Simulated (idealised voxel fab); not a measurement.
process module | voxel fin reveal
cross-section cut | 270 nm wide | cells 5 nm
A cross-section is a grid of square cells, given in bands from the top down. A band is one or more rows of cells.
Each band's line starts with the height of the band's top and of its bottom, in nm. Then come its materials from left to right, each with its width in nm. One material with "throughout" fills the band from edge to edge. "air" is empty space.
Height 0 is the level under which the wafer as received is all one material. The lowest band goes on downwards, as in "0 down".
A width such as "30 to 40" changes by the same amount from each row of cells to the next, from the band's top row to its bottom row.
"no change" after a step means that no cell of the cross-section changed.
closed voids: empty space of 8 cells or more with no open way to the top, each as width x height at its distance from the left edge, in nm
after a step's settings: what the simulator itself notes on the step
overlay nm, on a step with a mask: how far to the right of its planned place the mask lay; to the left if negative
plan
1 op RECEIVE | material Si
2 op CONFORMAL_DEP | material SiN | thk nm 5
3 op PATTERN | tone cover | mask id FINS | material resist | width nm 15 | pitch nm 35 | thk nm 20 | overlay nm 0
4 op DIRECTIONAL_ETCH | etch materials SiN | depth nm 5
5 op DIRECTIONAL_ETCH | etch materials Si | depth nm 35
6 op STRIP | etch materials resist
7 op OXIDIZE | depth nm 5
8 op FILL_DEP | material SiO2 | thk nm 15
9 op CMP | height nm 5
10 op SELECTIVE_ETCH | etch materials SiO2 | depth nm 20
11 op STRIP | etch materials SiN
12 op CONFORMAL_DEP | material SiO2 | thk nm 5
first wafer, as planned
as received, after step 1
  0 down: Si throughout
  closed voids: none
after step 2
  5 to 0: SiN throughout
  below 0: unchanged
after step 3
  25 to 5: air 75 | resist 15 | air 20 | resist 15 | air 20 | resist 15 | air 20 | resist 15 | air 75
  below 5: unchanged
after step 4
  25 to 5: air 75 | resist 15 | air 20 | resist 15 | air 20 | resist 15 | air 20 | resist 15 | air 75
  5 to 0: air 75 | SiN 15 | air 20 | SiN 15 | air 20 | SiN 15 | air 20 | SiN 15 | air 75
  below 0: unchanged
after step 5
  25 to 5: air 75 | resist 15 | air 20 | resist 15 | air 20 | resist 15 | air 20 | resist 15 | air 75
  5 to 0: air 75 | SiN 15 | air 20 | SiN 15 | air 20 | SiN 15 | air 20 | SiN 15 | air 75
  0 to -35: air 75 | Si 15 | air 20 | Si 15 | air 20 | Si 15 | air 20 | Si 15 | air 75
  below -35: unchanged
after step 6
  5 to 0: air 75 | SiN 15 | air 20 | SiN 15 | air 20 | SiN 15 | air 20 | SiN 15 | air 75
  below 0: unchanged
after step 7
  5 to 0: air 75 | SiN 15 | air 20 | SiN 15 | air 20 | SiN 15 | air 20 | SiN 15 | air 75
  0 to -35: air 75 | SiO2 5 | Si 5 | SiO2 5 | air 20 | SiO2 5 | Si 5 | SiO2 5 | air 20 | SiO2 5 | Si 5 | SiO2 5 | air 20 | SiO2 5 | Si 5 | SiO2 5 | air 75
  -35 to -40: SiO2 80 | Si 5 | SiO2 30 | Si 5 | SiO2 30 | Si 5 | SiO2 30 | Si 5 | SiO2 80
  below -40: unchanged
after step 8
  20 to 5: SiO2 throughout
  5 to 0: SiO2 75 | SiN 15 | SiO2 20 | SiN 15 | SiO2 20 | SiN 15 | SiO2 20 | SiN 15 | SiO2 75
  0 to -40: SiO2 80 | Si 5 | SiO2 30 | Si 5 | SiO2 30 | Si 5 | SiO2 30 | Si 5 | SiO2 80
  below -40: unchanged
after step 9
  5 to 0: SiO2 75 | SiN 15 | SiO2 20 | SiN 15 | SiO2 20 | SiN 15 | SiO2 20 | SiN 15 | SiO2 75
  below 0: unchanged
after step 10
  5 to 0: air 75 | SiN 15 | air 20 | SiN 15 | air 20 | SiN 15 | air 20 | SiN 15 | air 75
  0 to -15: air 80 | Si 5 | air 30 | Si 5 | air 30 | Si 5 | air 30 | Si 5 | air 80
  below -15: unchanged
after step 11
  0 to -15: air 80 | Si 5 | air 30 | Si 5 | air 30 | Si 5 | air 30 | Si 5 | air 80
  below -15: unchanged
after step 12
  5 to 0: air 75 | SiO2 15 | air 20 | SiO2 15 | air 20 | SiO2 15 | air 20 | SiO2 15 | air 75
  0 to -10: air 75 | SiO2 5 | Si 5 | SiO2 5 | air 20 | SiO2 5 | Si 5 | SiO2 5 | air 20 | SiO2 5 | Si 5 | SiO2 5 | air 20 | SiO2 5 | Si 5 | SiO2 5 | air 75
  -10 to -40: SiO2 80 | Si 5 | SiO2 30 | Si 5 | SiO2 30 | Si 5 | SiO2 30 | Si 5 | SiO2 80
  below -40: unchanged
second wafer: like start, like plan, one mistake. Through step 2 it matches the first wafer
when step 3 should have ended
  25 to 5: resist 75 | air 15 | resist 20 | air 15 | resist 20 | air 15 | resist 20 | air 15 | resist 75
  below 5: unchanged
when step 4 should have ended
  25 to 5: resist 75 | air 15 | resist 20 | air 15 | resist 20 | air 15 | resist 20 | air 15 | resist 75
  5 to 0: SiN 75 | air 15 | SiN 20 | air 15 | SiN 20 | air 15 | SiN 20 | air 15 | SiN 75
  below 0: unchanged
when step 5 should have ended
  25 to 5: resist 75 | air 15 | resist 20 | air 15 | resist 20 | air 15 | resist 20 | air 15 | resist 75
  5 to 0: SiN 75 | air 15 | SiN 20 | air 15 | SiN 20 | air 15 | SiN 20 | air 15 | SiN 75
  0 to -35: Si 75 | air 15 | Si 20 | air 15 | Si 20 | air 15 | Si 20 | air 15 | Si 75
  below -35: unchanged
when step 6 should have ended
  5 to 0: SiN 75 | air 15 | SiN 20 | air 15 | SiN 20 | air 15 | SiN 20 | air 15 | SiN 75
  below 0: unchanged
when step 7 should have ended
  5 to 0: SiN 75 | air 15 | SiN 20 | air 15 | SiN 20 | air 15 | SiN 20 | air 15 | SiN 75
  0 to -35: Si 70 | SiO2 5 | air 15 | SiO2 5 | Si 10 | SiO2 5 | air 15 | SiO2 5 | Si 10 | SiO2 5 | air 15 | SiO2 5 | Si 10 | SiO2 5 | air 15 | SiO2 5 | Si 70
  -35 to -40: Si 70 | SiO2 25 | Si 10 | SiO2 25 | Si 10 | SiO2 25 | Si 10 | SiO2 25 | Si 70
  below -40: unchanged
when step 8 should have ended
  20 to 5: SiO2 throughout
  5 to 0: SiN 75 | SiO2 15 | SiN 20 | SiO2 15 | SiN 20 | SiO2 15 | SiN 20 | SiO2 15 | SiN 75
  0 to -40: Si 70 | SiO2 25 | Si 10 | SiO2 25 | Si 10 | SiO2 25 | Si 10 | SiO2 25 | Si 70
  below -40: unchanged
when step 9 should have ended
  5 to 0: SiN 75 | SiO2 15 | SiN 20 | SiO2 15 | SiN 20 | SiO2 15 | SiN 20 | SiO2 15 | SiN 75
  below 0: unchanged
when step 10 should have ended
  5 to 0: SiN 75 | air 15 | SiN 20 | air 15 | SiN 20 | air 15 | SiN 20 | air 15 | SiN 75
  0 to -15: Si 70 | air 25 | Si 10 | air 25 | Si 10 | air 25 | Si 10 | air 25 | Si 70
  below -15: unchanged
when step 11 should have ended
  0 to -15: Si 70 | air 25 | Si 10 | air 25 | Si 10 | air 25 | Si 10 | air 25 | Si 70
  below -15: unchanged
when step 12 should have ended
  5 to 0: SiO2 75 | air 15 | SiO2 20 | air 15 | SiO2 20 | air 15 | SiO2 20 | air 15 | SiO2 75
  0 to -10: Si 70 | SiO2 5 | air 15 | SiO2 5 | Si 10 | SiO2 5 | air 15 | SiO2 5 | Si 10 | SiO2 5 | air 15 | SiO2 5 | Si 10 | SiO2 5 | air 15 | SiO2 5 | Si 70
  -10 to -40: Si 70 | SiO2 25 | Si 10 | SiO2 25 | Si 10 | SiO2 25 | Si 10 | SiO2 25 | Si 70
  below -40: unchanged
what went wrong: step 3 ran as: op PATTERN | tone open | mask id FINS | material resist | width nm 15 | pitch nm 35 | thk nm 20 | overlay nm 0
at the end the second wafer has, in cells: 240 more of Si | 150 fewer of SiO2
